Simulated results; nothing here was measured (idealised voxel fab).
The name of this process module is voxel gate over fins.
We display cut, a cross-section 175 nm in width whose square cells are each 5 nm.
This document writes a cross-section as a grid whose cells are square, and gives it as bands, listed from the top down; one or more rows of cells form a band. Top, bottom (nm), then materials left to right with widths (nm); lone material tagged "everywhere" fills the whole band edge to edge; "air" = empty space. The reference from which all heights are counted is 0, the level beneath which the as-received wafer is entirely one material; the lowest band, having no lower bound, proceeds downward and is written after the example "z 0 and below". Width spec "30 to 40" -> top row of cells at first value, bottom row at second value, equal per-row change in between. Where the words "no change occurred" appear for a step, the cross-section shows no cell changed by that step; every cell remained as before. Closed empty spaces (no open way to the top) of 8 cells or more are what "Voids, fully enclosed" lists, each as width x height at distance from the left edge, nm for all three. after a step's settings: what the simulator itself notes on the step. On any step carrying a mask, the "overlay nm" setting, if present on the step's line, tells how far right of its planned place the mask lay; negative values point to the left.
### The planned process steps are enumerated hereunder
- 1: RECEIVE: material Si
- 2: CONFORMAL_DEP: material SiN, thk nm 5
- 3: DIRECTIONAL_DEP: material aC, thk nm 10
- 4: PATTERN: tone cover, mask id FINS, material resist, width nm 15, pitch nm 40, thk nm 25, overlay nm 0
- 5: DIRECTIONAL_ETCH: etch materials aC, depth nm 10
- 6: STRIP: etch materials resist
- 7: DIRECTIONAL_ETCH: etch materials SiN, depth nm 5
- 8: DIRECTIONAL_ETCH: etch materials Si, depth nm 40
- 9: STRIP: etch materials aC
- 10: FILL_DEP: material SiO2, thk nm 5
- 11: CMP: height nm 5
- 12: SELECTIVE_ETCH: etch materials SiO2, depth nm 20
- 13: STRIP: etch materials SiN
- 14: CONFORMAL_DEP: material HfO2, thk nm 5
- 15: CONFORMAL_DEP: material TiN, thk nm 5
- 16: FILL_DEP: material W, thk nm 15
- 17: CMP: height nm 20
- 18: CONFORMAL_DEP: material SiN, thk nm 5
### Wafer at receipt (post step 1), cross-section
* z 0 and below | Si everywhere
* Voids, fully enclosed: none
### The first of the two wafers as seen in cross-section once the module was finished; processing followed the plan
* z 25 to 20 | SiN everywhere
* z 20 to 10 | W everywhere
* z 10 to 5 | 10 nm W; 35 nm TiN; 5 nm W; 35 nm TiN; 5 nm W; 35 nm TiN; 5 nm W; 35 nm TiN; 10 nm W
* z 5 to 0 | 10 nm W; 5 nm TiN; 25 nm HfO2; 5 nm TiN; 5 nm W; 5 nm TiN; 25 nm HfO2; 5 nm TiN; 5 nm W; 5 nm TiN; 25 nm HfO2; 5 nm TiN; 5 nm W; 5 nm TiN; 25 nm HfO2; 5 nm TiN; 10 nm W
* z 0 to -5 | 10 nm W; 5 nm TiN; 5 nm HfO2; 15 nm Si; 5 nm HfO2; 5 nm TiN; 5 nm W; 5 nm TiN; 5 nm HfO2; 15 nm Si; 5 nm HfO2; 5 nm TiN; 5 nm W; 5 nm TiN; 5 nm HfO2; 15 nm Si; 5 nm HfO2; 5 nm TiN; 5 nm W; 5 nm TiN; 5 nm HfO2; 15 nm Si; 5 nm HfO2; 5 nm TiN; 10 nm W
* z -5 to -10 | 15 nm TiN; 5 nm HfO2; 15 nm Si; 5 nm HfO2; 15 nm TiN; 5 nm HfO2; 15 nm Si; 5 nm HfO2; 15 nm TiN; 5 nm HfO2; 15 nm Si; 5 nm HfO2; 15 nm TiN; 5 nm HfO2; 15 nm Si; 5 nm HfO2; 15 nm TiN
* z -10 to -15 | 20 nm HfO2; 15 nm Si; 25 nm HfO2; 15 nm Si; 25 nm HfO2; 15 nm Si; 25 nm HfO2; 15 nm Si; 20 nm HfO2
* z -15 to -40 | 20 nm SiO2; 15 nm Si; 25 nm SiO2; 15 nm Si; 25 nm SiO2; 15 nm Si; 25 nm SiO2; 15 nm Si; 20 nm SiO2
* z -40 and below | Si everywhere
* Voids, fully enclosed: none
### Cross-section of the latter of the two wafers at module completion. It had an identical start and an identical plan to the former; in running it, one mistake was made
* z 25 to 20 | SiN everywhere
* z 20 to 5 | W everywhere
* z 5 to 0 | 15 nm W; 25 nm TiN; 15 nm W; 25 nm TiN; 15 nm W; 25 nm TiN; 15 nm W; 25 nm TiN; 15 nm W
* z 0 to -10 | 15 nm W; 5 nm TiN; 15 nm Si; 5 nm TiN; 15 nm W; 5 nm TiN; 15 nm Si; 5 nm TiN; 15 nm W; 5 nm TiN; 15 nm Si; 5 nm TiN; 15 nm W; 5 nm TiN; 15 nm Si; 5 nm TiN; 15 nm W
* z -10 to -15 | 20 nm TiN; 15 nm Si; 25 nm TiN; 15 nm Si; 25 nm TiN; 15 nm Si; 25 nm TiN; 15 nm Si; 20 nm TiN
* z -15 to -40 | 20 nm SiO2; 15 nm Si; 25 nm SiO2; 15 nm Si; 25 nm SiO2; 15 nm Si; 25 nm SiO2; 15 nm Si; 20 nm SiO2
* z -40 and below | Si everywhere
* Voids, fully enclosed: none
What went wrong in running the wafer? step 14 from the plan never happened, it was just skipped
Materials where the second wafer ends with more or fewer cells than the first: HfO2 -59; W +59
